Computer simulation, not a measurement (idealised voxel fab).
This section sets out a process module, namely voxel ribs on slabs.
We display cut, a cross-section 195 nm in width whose square cells are each 5 nm.
Think of the cross-section as a grid of square cells. We describe it in bands, top to bottom, and each band covers one or more rows of those cells. Per band: top height and bottom height in nm, followed by the left-to-right materials and their widths in nm; "edge to edge" marks a single material spanning edge to edge, "air" marks empty space. Height is counted from the level 0, under which the received wafer is composed throughout of one material. The lowest of the bands is not closed at the bottom but continues downward, in the notation "from 0 down". The width entry "30..40" should be interpreted row by row: the top row of cells in the band takes the first number, the bottom row takes the second number, and the change between adjacent rows is uniform throughout. Basically "no modifications" means that step didn't change any cell in the cross-section. This entry, "Fully sealed voids", enumerates those empty regions of no fewer than 8 cells that possess no open connection to the top. Each region is reported in the form width x height at distance, the distance being taken from the left edge, with all three quantities expressed in nm. Where a step's line continues beyond its settings, the continuation is a remark by the simulator itself on that step. For masked steps, "overlay nm" on the step line gives how far right of plan the mask actually lay; a minus sign means it lay to the left.

### Process steps - plan
step 1: RECEIVE,material Si
step 2: DIRECTIONAL_DEP,material SiO2,thk nm 25
step 3: DIRECTIONAL_DEP,material SiN,thk nm 15
step 4: MASKED_ETCH,tone cover,mask id RIB,width nm 25,etch materials SiN,depth nm 10,overlay nm 0
step 5: DIRECTIONAL_DEP,material aC,thk nm 15
step 6: PATTERN,tone cover,mask id SLAB,material resist,width nm 85,thk nm 35,overlay nm 0
step 7: DIRECTIONAL_ETCH,etch materials aC,depth nm 15
step 8: STRIP,etch materials resist
step 9: DIRECTIONAL_ETCH,etch materials SiN,depth nm 5
step 10: STRIP,etch materials aC
step 11: FILL_DEP,material SiO2,thk nm 20
step 12: CMP,height nm 55
step 13: DIRECTIONAL_DEP,material TiN,thk nm 10
step 14: MASKED_ETCH,tone cover,mask id HEATER,width nm 35,etch materials TiN,depth nm 10,overlay nm 0
step 15: CONFORMAL_DEP,material SiN,thk nm 5

### Wafer, first of two, run as planned

### Incoming wafer, cross-sectional view, post step 1
  from 0 down | Si edge to edge
  Fully sealed voids: none

### So this is the wafer cross-section right after step 2
  from 25 to 0 | SiO2 edge to edge
  Rest of section, below 0: as before.

### So this is the wafer cross-section right after step 3
  from 40 to 25 | SiN edge to edge
  Rest of section, below 25: as before.

### So this is the wafer cross-section right after step 4
  from 40 to 30 | air 85 nm | SiN 25 nm | air 85 nm
  Rest of section, below 30: as before.

### So this is the wafer cross-section right after step 5
  from 55 to 45 | air 85 nm | aC 25 nm | air 85 nm
  from 45 to 40 | aC edge to edge
  from 40 to 30 | aC 85 nm | SiN 25 nm | aC 85 nm
  Rest of section, below 30: as before.

### So this is the wafer cross-section right after step 6
  from 90 to 55 | air 55 nm | resist 85 nm | air 55 nm
  from 55 to 45 | air 55 nm | resist 30 nm | aC 25 nm | resist 30 nm | air 55 nm
  Rest of section, below 45: as before.

### So this is the wafer cross-section right after step 7
  from 75 to 55 | air 55 nm | resist 85 nm | air 55 nm
  from 55 to 45 | air 55 nm | resist 30 nm | aC 25 nm | resist 30 nm | air 55 nm
  from 45 to 40 | air 55 nm | aC 85 nm | air 55 nm
  from 40 to 30 | air 55 nm | aC 30 nm | SiN 25 nm | aC 30 nm | air 55 nm
  Rest of section, below 30: as before.

### So this is the wafer cross-section right after step 8
  from 55 to 45 | air 85 nm | aC 25 nm | air 85 nm
  Rest of section, below 45: as before.

### So this is the wafer cross-section right after step 9
  from 55 to 45 | air 85 nm | aC 25 nm | air 85 nm
  from 45 to 40 | air 55 nm | aC 85 nm | air 55 nm
  from 40 to 30 | air 55 nm | aC 30 nm | SiN 25 nm | aC 30 nm | air 55 nm
  from 30 to 25 | air 55 nm | SiN 85 nm | air 55 nm
  Rest of section, below 25: as before.

### So this is the wafer cross-section right after step 10
  from 40 to 30 | air 85 nm | SiN 25 nm | air 85 nm
  Rest of section, below 30: as before.

### So this is the wafer cross-section right after step 11
  from 60 to 40 | SiO2 edge to edge
  from 40 to 30 | SiO2 85 nm | SiN 25 nm | SiO2 85 nm
  from 30 to 25 | SiO2 55 nm | SiN 85 nm | SiO2 55 nm
  Rest of section, below 25: as before.

### So this is the wafer cross-section right after step 12
  from 55 to 40 | SiO2 edge to edge
  Rest of section, below 40: as before.

### So this is the wafer cross-section right after step 13
  from 65 to 55 | TiN edge to edge
  Rest of section, below 55: as before.

### So this is the wafer cross-section right after step 14
  from 65 to 55 | air 80 nm | TiN 35 nm | air 80 nm
  Rest of section, below 55: as before.

### So this is the wafer cross-section right after step 15
  from 70 to 65 | air 75 nm | SiN 45 nm | air 75 nm
  from 65 to 60 | air 75 nm | SiN 5 nm | TiN 35 nm | SiN 5 nm | air 75 nm
  from 60 to 55 | SiN 80 nm | TiN 35 nm | SiN 80 nm
  Rest of section, below 55: as before.

### The second wafer began exactly as the first did and followed the same plan, but one mistake was made while running it; through step 13 inclusive, the two wafers are identical

### X-section, second wafer, when step 14 was due to finish
  from 65 to 55 | TiN 80 nm | air 35 nm | TiN 80 nm
  Rest of section, below 55: as before.

### X-section, second wafer, when step 15 was due to finish
  from 70 to 65 | SiN 85 nm | air 25 nm | SiN 85 nm
  from 65 to 60 | TiN 80 nm | SiN 5 nm | air 25 nm | SiN 5 nm | TiN 80 nm
  from 60 to 55 | TiN 80 nm | SiN 35 nm | TiN 80 nm
  Rest of section, below 55: as before.
Diagnosis: heads up, step 14 didn't go per plan, it actually ran as MASKED_ETCH,tone open,mask id HEATER,width nm 35,etch materials TiN,depth nm 10,overlay nm 0
Counted in cells at the end, the second wafer holds more or fewer of these materials than the first: TiN +50
